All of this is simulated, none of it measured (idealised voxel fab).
Herein follows the process module entitled voxel spacer lines.
Each square cell in cross-section cut measures 5 nm, and the section as a whole is 265 nm wide.
Format of a cross-section: grid, square cells. Given as bands. Order: top down. Band: one or more rows of cells.
Band entry format. Leading values: height of top, height of bottom, nm. Remainder: materials in left-to-right order, each with its width in nm. Special words: "throughout" on a single material, which then fills the band edge to edge; "air", empty space.
Heights from 0 (as-received wafer is one material below). Bottom band endless downward, as "z 0 and below".
The two numbers in a width such as "30..40" mark its ends across the band: the first belongs to the top row of cells, the second to the bottom row, and from each row to the next the width moves by the same amount.
Reading "identical to before" for a step: not a cell of the cross-section changed in it.
Each empty space that has no open way to the top and spans at least 8 cells appears under "Voids lacking openings" as width x height at distance, the distance counted from the left edge, all in nm.
Note: text after step settings on the step line = simulator remark on that step.
If you see "overlay nm" on a step's line and that step has a mask, it's telling you how far right of where it was planned the mask ended up; a negative number means it went left instead.

PLANNED PROCESS STEPS
1) RECEIVE, material Si
2) CONFORMAL_DEP, material SiO2, thk nm 5
3) DIRECTIONAL_DEP, material TiN, thk nm 20
4) DIRECTIONAL_DEP, material polySi, thk nm 25
5) PATTERN, tone cover, mask id MANDREL, material resist, width nm 15, pitch nm 60, thk nm 35, overlay nm 0
6) DIRECTIONAL_ETCH, etch materials polySi, depth nm 25
7) STRIP, etch materials resist
8) CONFORMAL_DEP, material SiN, thk nm 15
9) DIRECTIONAL_ETCH, etch materials SiN, depth nm 15
10) STRIP, etch materials polySi
11) DIRECTIONAL_ETCH, etch materials TiN, depth nm 20
12) STRIP, etch materials SiN

AS-RECEIVED WAFER CROSS-SECTION (AFTER STEP 1)
z 0 and below: Si throughout
Voids lacking openings: none

CROSS-SECTION, END OF MODULE. START: AS ABOVE. PLAN: AS ABOVE. EXECUTION: ONE MISTAKE
z 25 to 5: air=80 | TiN=15 | air=15 | TiN=15 | air=15 | TiN=15 | air=15 | TiN=15 | air=80
z 5 to 0: TiN throughout
z 0 and below: Si throughout
Voids lacking openings: none
Deviation from plan: not per plan at step 2, really ran CONFORMAL_DEP, material TiN, thk nm 5
